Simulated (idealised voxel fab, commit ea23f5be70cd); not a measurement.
The process module presented herein is designated voxel quadruple lines.
For reference, the cross-section in this document is cut, with width 205 nm and square cells of 5 nm.
Throughout this document, each cross-section is represented as a grid of square cells and is presented as a sequence of bands enumerated from the top downward, where a band comprises one or more rows of cells.
First you get the band's top height and its bottom height, in nm, and then the materials it's made of, left to right, with each width in nm. If you see a single material with "edge to edge", that one covers the band edge to edge. "air" is empty space.
Height datum 0, below which the as-received substrate wafer is one material. Lowest band open at the bottom, running downward: "from 0 down".
When a width is written as two numbers, as in "30 to 40", the first number is the width in the top row of cells of the band and the second is the width in its bottom row, and the width changes by the same amount from each row to the next.
Where the words "no modification" appear for a step, the cross-section shows no cell changed by that step; every cell remained as before.
The list in "Closed void table" covers empty spaces of 8 cells or more that cannot reach the top through any open way, and it gives each as width x height at distance; the distance is from the left edge, and width, height and distance are in nm.
Read whatever lies past the settings on a step's line as the simulator's own remark about the step.
A step line may carry the setting "overlay nm", which, for steps involving a mask, states the distance by which the mask lay to the right of its intended position; negative values denote displacement to the left.
-- These are the steps we planned for the process
1. RECEIVE | material Si
2. CONFORMAL_DEP | material SiO2 | thk nm 5
3. DIRECTIONAL_DEP | material Ru | thk nm 15
4. DIRECTIONAL_DEP | material polySi | thk nm 15
5. DIRECTIONAL_DEP | material aC | thk nm 20
6. PATTERN | tone cover | mask id MANDREL | material resist | width nm 20 | pitch nm 60 | thk nm 25 | overlay nm 0
7. DIRECTIONAL_ETCH | etch materials aC | depth nm 20
8. STRIP | etch materials resist
9. CONFORMAL_DEP | material SiO2 | thk nm 10
10. DIRECTIONAL_ETCH | etch materials SiO2 | depth nm 10
11. STRIP | etch materials aC
12. DIRECTIONAL_ETCH | etch materials polySi | depth nm 15
13. STRIP | etch materials SiO2
14. CONFORMAL_DEP | material SiN | thk nm 5
15. DIRECTIONAL_ETCH | etch materials SiN | depth nm 5
16. STRIP | etch materials polySi
17. DIRECTIONAL_ETCH | etch materials Ru | depth nm 15
18. STRIP | etch materials SiN
-- As-received state of the wafer in cross-section, equivalent to post-step 1
	from 0 down  Si edge to edge
	Closed void table: none
-- Below is the wafer in cross-section after the module was completed. It began from the starting point shown above and followed the plan shown above, except that one mistake was made while running it
	from 15 to 0  air 45  Ru 5  air 10  Ru 5  air 10  Ru 5  air 10  Ru 5  air 10  Ru 5  air 10  Ru 5  air 10  Ru 5  air 10  Ru 5  air 50
	from 0 down  Si edge to edge
	Closed void table: none
In executing the process, a mistake was made relative to the plan: step 2 of the plan was bypassed and not carried out
